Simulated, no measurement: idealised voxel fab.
process module | voxel double patterning
cross-section cut | 170 nm wide | cells 5 nm
A cross-section is a grid of square cells, given in bands from the top down. A band is one or more rows of cells.
Each band's line starts with the height of the band's top and of its bottom, in nm. Then come its materials from left to right, each with its width in nm. One material with "throughout" fills the band from edge to edge. "air" is empty space.
Height 0 is the level under which the wafer as received is all one material. The lowest band goes on downwards, as in "0 down".
A width such as "30 to 40" changes by the same amount from each row of cells to the next, from the band's top row to its bottom row.
"no change" after a step means that no cell of the cross-section changed.
closed voids: empty space of 8 cells or more with no open way to the top, each as width x height at its distance from the left edge, in nm
after a step's settings: what the simulator itself notes on the step
overlay nm, on a step with a mask: how far to the right of its planned place the mask lay; to the left if negative
plan
1 op RECEIVE | material Si
2 op CONFORMAL_DEP | material SiN | thk nm 10
3 op DIRECTIONAL_DEP | material SiO2 | thk nm 15
4 op DIRECTIONAL_DEP | material SiCN | thk nm 5
5 op PATTERN | tone open | mask id FIRST | material resist | width nm 15 | pitch nm 50 | thk nm 15 | overlay nm 0
6 op DIRECTIONAL_ETCH | etch materials SiCN | depth nm 5
7 op STRIP | etch materials resist
8 op DIRECTIONAL_DEP | material aC | thk nm 10
9 op PATTERN | tone open | mask id SECOND | material resist | width nm 15 | thk nm 30 | overlay nm 0
10 op DIRECTIONAL_ETCH | etch materials aC | depth nm 10
11 op STRIP | etch materials resist
12 op DIRECTIONAL_ETCH | etch materials SiCN | depth nm 5
13 op STRIP | etch materials aC
14 op DIRECTIONAL_ETCH | etch materials SiO2 | depth nm 15
15 op STRIP | etch materials SiCN
as received, after step 1
  0 down: Si throughout
  closed voids: none
a wafer at the end: this start, this plan, one mistake
  40 to 25: SiO2 50 | air 15 | SiO2 10 | air 15 | SiO2 10 | air 15 | SiO2 55
  25 to 10: SiO2 throughout
  10 to 0: SiN throughout
  0 down: Si throughout
  closed voids: none
what went wrong: step 3 was run twice
